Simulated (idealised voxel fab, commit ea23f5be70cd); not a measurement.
voxel transistor to metal: a process module
In the cross-section labelled cut, the width is 160 nm and each square cell is 5 nm.
Think of the cross-section as a grid of square cells. We describe it in bands, top to bottom, and each band covers one or more rows of those cells. Heights first: top, then bottom, in nm. Then materials, left to right, each with a width in nm. "everywhere" on a single material: fills the band edge to edge. "blank": empty space. All heights in this document are referenced to 0, defined as the level beneath which the wafer, as received, consists entirely of one material. The lowest band is not bounded below; it extends indefinitely downward and is written in the form "0 down". When a width is written as two numbers, as in "30->40", the first number is the width in the top row of cells of the band and the second is the width in its bottom row, and the width changes by the same amount from each row to the next. The cross-section has no changed cell in any step marked "everything unchanged". Entry "Closed voids list" = empty spaces >= 8 cells with no open way to the top; each as width x height at distance, distance from left edge, all nm. Past the settings on a step's line: simulator remark, on that step. "overlay nm" answers the question of how far to the right of plan the mask lay on a step that has a mask, and when it is negative the answer is to the left.
STEPS IN THE PROCESS PLAN
1 RECEIVE, material Si
2 CONFORMAL_DEP, material SiO2, thk nm 5
3 CONFORMAL_DEP, material SiN, thk nm 10
4 PATTERN, tone cover, mask id ACTIVE, material resist, width nm 125, thk nm 20, overlay nm 0
5 DIRECTIONAL_ETCH, etch materials SiN, depth nm 10
6 DIRECTIONAL_ETCH, etch materials SiO2, depth nm 5
7 DIRECTIONAL_ETCH, etch materials Si, depth nm 35
8 STRIP, etch materials resist
9 FILL_DEP, material SiO2, thk nm 15
10 CMP, height nm 15
11 SELECTIVE_ETCH, etch materials SiO2, depth nm 5
12 STRIP, etch materials SiN
13 SELECTIVE_ETCH, etch materials SiO2, depth nm 5
14 OXIDIZE, depth nm 5
15 DIRECTIONAL_DEP, material polySi, thk nm 20
16 DIRECTIONAL_DEP, material SiCN, thk nm 10
17 PATTERN, tone cover, mask id GATE, material resist, width nm 35, thk nm 15, overlay nm 0
18 DIRECTIONAL_ETCH, etch materials SiCN, depth nm 20
19 DIRECTIONAL_ETCH, etch materials polySi, depth nm 30
20 STRIP, etch materials resist
21 CONFORMAL_DEP, material SiO2, thk nm 5
22 DIRECTIONAL_ETCH, etch materials SiO2, depth nm 5
23 CONFORMAL_DEP, material SiN, thk nm 5
24 DIRECTIONAL_ETCH, etch materials SiN, depth nm 5
25 DIRECTIONAL_ETCH, etch materials SiO2, depth nm 5
26 DIRECTIONAL_ETCH, etch materials Si, depth nm 5
27 EPI, material SiGe, thk nm 5
28 FILL_DEP, material SiO2, thk nm 5
29 CMP, height nm 20
30 STRIP, etch materials polySi
31 SELECTIVE_ETCH, etch materials SiO2, depth nm 5
32 CONFORMAL_DEP, material HfO2, thk nm 5
33 CONFORMAL_DEP, material TiN, thk nm 5
34 FILL_DEP, material W, thk nm 5
35 CMP, height nm 15
36 DIRECTIONAL_DEP, material SiO2, thk nm 15
37 MASKED_ETCH, tone open, mask id CONTACT, width nm 20, pitch nm 85, etch materials SiO2, depth nm 35, overlay nm 0
38 CONFORMAL_DEP, material TiN, thk nm 5
39 FILL_DEP, material Ru, thk nm 5
40 CMP, height nm 30
41 CONFORMAL_DEP, material SiN, thk nm 5
42 DIRECTIONAL_DEP, material lowk, thk nm 20
43 PATTERN, tone open, mask id METAL_1, material resist, width nm 20, pitch nm 85, thk nm 20, overlay nm 0
44 DIRECTIONAL_ETCH, etch materials lowk, depth nm 20
45 DIRECTIONAL_ETCH, etch materials SiN, depth nm 5
46 STRIP, etch materials resist
47 CONFORMAL_DEP, material TiN, thk nm 5
48 FILL_DEP, material Ru, thk nm 5
49 CMP, height nm 55
50 CONFORMAL_DEP, material SiCN, thk nm 5
51 DIRECTIONAL_DEP, material SiO2, thk nm 30
52 PATTERN, tone open, mask id METAL_2_HOLES, material resist, width nm 15, pitch nm 85, thk nm 20, overlay nm 0
53 DIRECTIONAL_ETCH, etch materials SiO2, depth nm 30
54 STRIP, etch materials resist
55 PATTERN, tone open, mask id METAL_2, material resist, width nm 20, pitch nm 85, thk nm 15, overlay nm 0
56 DIRECTIONAL_ETCH, etch materials SiO2, depth nm 15
57 DIRECTIONAL_ETCH, etch materials SiCN, depth nm 5
58 STRIP, etch materials resist
59 CONFORMAL_DEP, material TiN, thk nm 5
60 FILL_DEP, material Cu, thk nm 10
61 CMP, height nm 90
62 CONFORMAL_DEP, material SiN, thk nm 5
WAFER CROSS-SECTION ON RECEIPT, I.E. AFTER STEP 1
> 0 down: Si everywhere
> Closed voids list: none
LOOKING AT THE FIRST OF TWO WAFERS IN CROSS-SECTION AT END OF MODULE - RAN TO PLAN
> 95 to 90: SiN everywhere
> 90 to 80: SiO2: 25, then TiN: 5, then Cu: 10, then TiN: 5, then SiO2: 65, then TiN: 5, then Cu: 10, then TiN: 5, then SiO2: 30
> 80 to 75: SiO2: 25, then TiN: 5, then Cu: 5, then TiN: 10, then SiO2: 65, then TiN: 5, then Cu: 5, then TiN: 10, then SiO2: 30
> 75 to 60: SiO2: 25, then TiN: 5, then Cu: 5, then TiN: 5, then SiO2: 70, then TiN: 5, then Cu: 5, then TiN: 5, then SiO2: 35
> 60 to 55: SiCN: 25, then TiN: 15, then SiCN: 70, then TiN: 15, then SiCN: 35
> 55 to 35: lowk: 25, then TiN: 5, then Ru: 10, then TiN: 5, then lowk: 65, then TiN: 5, then Ru: 10, then TiN: 5, then lowk: 30
> 35 to 30: SiN: 25, then TiN: 20, then SiN: 65, then TiN: 20, then SiN: 30
> 30 to 15: SiO2: 25, then TiN: 5, then Ru: 10, then TiN: 5, then SiO2: 65, then TiN: 5, then Ru: 10, then TiN: 5, then SiO2: 30
> 15 to 5: SiO2: 25, then TiN: 5, then Ru: 10, then TiN: 5, then SiO2: 5, then SiN: 5, then HfO2: 5, then TiN: 5, then W: 25, then TiN: 5, then HfO2: 5, then SiN: 5, then SiO2: 5, then TiN: 5, then Ru: 10, then TiN: 5, then SiO2: 30
> 5 to 0: SiO2: 15, then SiN: 5, then SiO2: 5, then TiN: 5, then Ru: 10, then TiN: 5, then SiO2: 5, then SiN: 5, then HfO2: 5, then TiN: 35, then HfO2: 5, then SiN: 5, then SiO2: 5, then TiN: 5, then Ru: 10, then TiN: 5, then SiO2: 5, then SiN: 5, then SiO2: 20
> 0 to -5: SiO2: 20, then SiGe: 5, then TiN: 20, then SiGe: 5, then SiO2: 5, then HfO2: 45, then SiO2: 5, then SiGe: 5, then TiN: 20, then SiGe: 5, then SiO2: 25
> -5 to -10: SiO2: 15, then Si: 5, then SiGe: 30, then Si: 55, then SiGe: 30, then Si: 5, then SiO2: 20
> -10 to -35: SiO2: 15, then Si: 125, then SiO2: 20
> -35 down: Si everywhere
> Closed voids list: none
SECOND WAFER AT THE END: LIKE START, LIKE PLAN, ONE MISTAKE
> 110 to 105: SiN everywhere
> 105 to 95: Cu everywhere
> 95 to 90: TiN: 30, then Cu: 10, then TiN: 75, then Cu: 10, then TiN: 35
> 90 to 80: SiO2: 25, then TiN: 5, then Cu: 10, then TiN: 5, then SiO2: 65, then TiN: 5, then Cu: 10, then TiN: 5, then SiO2: 30
> 80 to 75: SiO2: 25, then TiN: 5, then Cu: 5, then TiN: 10, then SiO2: 65, then TiN: 5, then Cu: 5, then TiN: 10, then SiO2: 30
> 75 to 60: SiO2: 25, then TiN: 5, then Cu: 5, then TiN: 5, then SiO2: 70, then TiN: 5, then Cu: 5, then TiN: 5, then SiO2: 35
> 60 to 55: SiCN: 25, then TiN: 15, then SiCN: 70, then TiN: 15, then SiCN: 35
> 55 to 35: lowk: 25, then TiN: 5, then Ru: 10, then TiN: 5, then lowk: 65, then TiN: 5, then Ru: 10, then TiN: 5, then lowk: 30
> 35 to 30: SiN: 25, then TiN: 20, then SiN: 65, then TiN: 20, then SiN: 30
> 30 to 15: SiO2: 25, then TiN: 5, then Ru: 10, then TiN: 5, then SiO2: 65, then TiN: 5, then Ru: 10, then TiN: 5, then SiO2: 30
> 15 to 5: SiO2: 25, then TiN: 5, then Ru: 10, then TiN: 5, then SiO2: 5, then SiN: 5, then HfO2: 5, then TiN: 5, then W: 25, then TiN: 5, then HfO2: 5, then SiN: 5, then SiO2: 5, then TiN: 5, then Ru: 10, then TiN: 5, then SiO2: 30
> 5 to 0: SiO2: 15, then SiN: 5, then SiO2: 5, then TiN: 5, then Ru: 10, then TiN: 5, then SiO2: 5, then SiN: 5, then HfO2: 5, then TiN: 35, then HfO2: 5, then SiN: 5, then SiO2: 5, then TiN: 5, then Ru: 10, then TiN: 5, then SiO2: 5, then SiN: 5, then SiO2: 20
> 0 to -5: SiO2: 20, then SiGe: 5, then TiN: 20, then SiGe: 5, then SiO2: 5, then HfO2: 45, then SiO2: 5, then SiGe: 5, then TiN: 20, then SiGe: 5, then SiO2: 25
> -5 to -10: SiO2: 15, then Si: 5, then SiGe: 30, then Si: 55, then SiGe: 30, then Si: 5, then SiO2: 20
> -10 to -35: SiO2: 15, then Si: 125, then SiO2: 20
> -35 down: Si everywhere
> Closed voids list: none
Diagnosis: step 61 was dropped from the plan's execution and never run
The final cell counts differ between the wafers, with the second having more or fewer of some materials than the first: 68 more of Cu | 28 more of TiN
